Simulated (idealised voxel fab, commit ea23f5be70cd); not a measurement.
process module | voxel transistor to metal
cross-section cut | 205 nm wide | cells 5 nm
A cross-section is a grid of square cells, given in bands from the top down. A band is one or more rows of cells.
Each band's line starts with the height of the band's top and of its bottom, in nm. Then come its materials from left to right, each with its width in nm. One material with "throughout" fills the band from edge to edge. "air" is empty space.
Height 0 is the level under which the wafer as received is all one material. The lowest band goes on downwards, as in "0 down".
A width such as "30 to 40" changes by the same amount from each row of cells to the next, from the band's top row to its bottom row.
"no change" after a step means that no cell of the cross-section changed.
closed voids: empty space of 8 cells or more with no open way to the top, each as width x height at its distance from the left edge, in nm
after a step's settings: what the simulator itself notes on the step
overlay nm, on a step with a mask: how far to the right of its planned place the mask lay; to the left if negative
plan
1 op RECEIVE | material Si
2 op CONFORMAL_DEP | material SiO2 | thk nm 5
3 op CONFORMAL_DEP | material SiN | thk nm 15
4 op MASKED_ETCH | tone cover | mask id ACTIVE | width nm 105 | etch materials SiN | depth nm 15 | overlay nm 0
5 op MASKED_ETCH | tone cover | mask id ACTIVE | width nm 105 | etch materials SiO2 | depth nm 5 | overlay nm 0
6 op MASKED_ETCH | tone cover | mask id ACTIVE | width nm 105 | etch materials Si | depth nm 35 | overlay nm 0
7 op FILL_DEP | material SiO2 | thk nm 15
8 op CMP | height nm 20
9 op SELECTIVE_ETCH | etch materials SiO2 | depth nm 5
10 op STRIP | etch materials SiN
11 op SELECTIVE_ETCH | etch materials SiO2 | depth nm 5
12 op OXIDIZE | depth nm 5
13 op DIRECTIONAL_DEP | material polySi | thk nm 20
14 op DIRECTIONAL_DEP | material SiCN | thk nm 15
15 op DIRECTIONAL_DEP | material aC | thk nm 10
16 op PATTERN | tone cover | mask id GATE | material resist | width nm 15 | thk nm 30 | overlay nm 0
17 op DIRECTIONAL_ETCH | etch materials aC | depth nm 10
18 op STRIP | etch materials resist
19 op DIRECTIONAL_ETCH | etch materials SiCN | depth nm 25
20 op DIRECTIONAL_ETCH | etch materials polySi | depth nm 30
21 op STRIP | etch materials aC
22 op CONFORMAL_DEP | material SiO2 | thk nm 5
23 op DIRECTIONAL_ETCH | etch materials SiO2 | depth nm 5
24 op CONFORMAL_DEP | material SiN | thk nm 5
25 op DIRECTIONAL_ETCH | etch materials SiN | depth nm 5
26 op DIRECTIONAL_ETCH | etch materials SiO2 | depth nm 5
27 op DIRECTIONAL_ETCH | etch materials Si | depth nm 15
28 op EPI | material nSi | thk nm 15
29 op FILL_DEP | material SiO2 | thk nm 5
30 op CMP | height nm 35
31 op DIRECTIONAL_DEP | material SiO2 | thk nm 15
32 op DIRECTIONAL_DEP | material aC | thk nm 15
33 op PATTERN | tone open | mask id CONTACT | material resist | width nm 35 | pitch nm 60 | thk nm 30 | overlay nm 0
34 op DIRECTIONAL_ETCH | etch materials aC | depth nm 15
35 op STRIP | etch materials resist
36 op DIRECTIONAL_ETCH | etch materials SiO2 | depth nm 40
37 op STRIP | etch materials aC
38 op CONFORMAL_DEP | material TiN | thk nm 5
39 op FILL_DEP | material Ru | thk nm 10
40 op CMP | height nm 50
41 op DIRECTIONAL_DEP | material TiN | thk nm 5
42 op DIRECTIONAL_DEP | material W | thk nm 15
43 op PATTERN | tone cover | mask id METAL_1 | material resist | width nm 20 | pitch nm 75 | thk nm 15 | overlay nm 0
44 op DIRECTIONAL_ETCH | etch materials W | depth nm 15
45 op DIRECTIONAL_ETCH | etch materials TiN | depth nm 5
46 op STRIP | etch materials resist
47 op FILL_DEP | material lowk | thk nm 5
48 op CMP | height nm 70
49 op CONFORMAL_DEP | material SiN | thk nm 5
as received, after step 1
  0 down: Si throughout
  closed voids: none
a wafer at the end: this start, this plan, one mistake
  75 to 70: SiN throughout
  70 to 55: lowk 55 | W 20 | lowk 55 | W 20 | lowk 55
  55 to 50: lowk 55 | TiN 20 | lowk 55 | TiN 20 | lowk 55
  50 to 40: SiO2 55 | TiN 5 | Ru 25 | TiN 5 | SiO2 25 | TiN 5 | Ru 25 | TiN 5 | SiO2 55
  40 to 35: SiO2 55 | TiN 5 | Ru 20 | TiN 10 | SiO2 25 | TiN 10 | Ru 20 | TiN 5 | SiO2 55
  35 to 20: SiO2 55 | TiN 5 | Ru 20 | TiN 5 | SiN 5 | SiO2 5 | SiCN 15 | SiO2 5 | SiN 5 | TiN 5 | Ru 20 | TiN 5 | SiO2 55
  20 to 15: SiO2 55 | TiN 5 | Ru 20 | TiN 5 | SiN 5 | SiO2 5 | polySi 15 | SiO2 5 | SiN 5 | TiN 5 | Ru 20 | TiN 5 | SiO2 55
  15 to 10: SiO2 55 | TiN 30 | SiN 5 | SiO2 5 | polySi 15 | SiO2 5 | SiN 5 | TiN 30 | SiO2 55
  10 to 0: SiO2 45 | SiN 5 | nSi 15 | SiO2 5 | nSi 15 | SiN 5 | SiO2 5 | polySi 15 | SiO2 5 | SiN 5 | nSi 15 | SiO2 5 | nSi 15 | SiN 5 | SiO2 45
  0 to -5: SiO2 50 | nSi 15 | SiO2 5 | nSi 15 | SiO2 35 | nSi 15 | SiO2 5 | nSi 15 | SiO2 50
  -5 to -20: SiO2 45 | Si 5 | nSi 35 | Si 35 | nSi 35 | Si 5 | SiO2 45
  -20 to -35: SiO2 45 | Si 115 | SiO2 45
  -35 down: Si throughout
  closed voids: none
what went wrong: step 4 ran as: op MASKED_ETCH | tone cover | mask id ACTIVE | width nm 115 | etch materials SiN | depth nm 15 | overlay nm 0
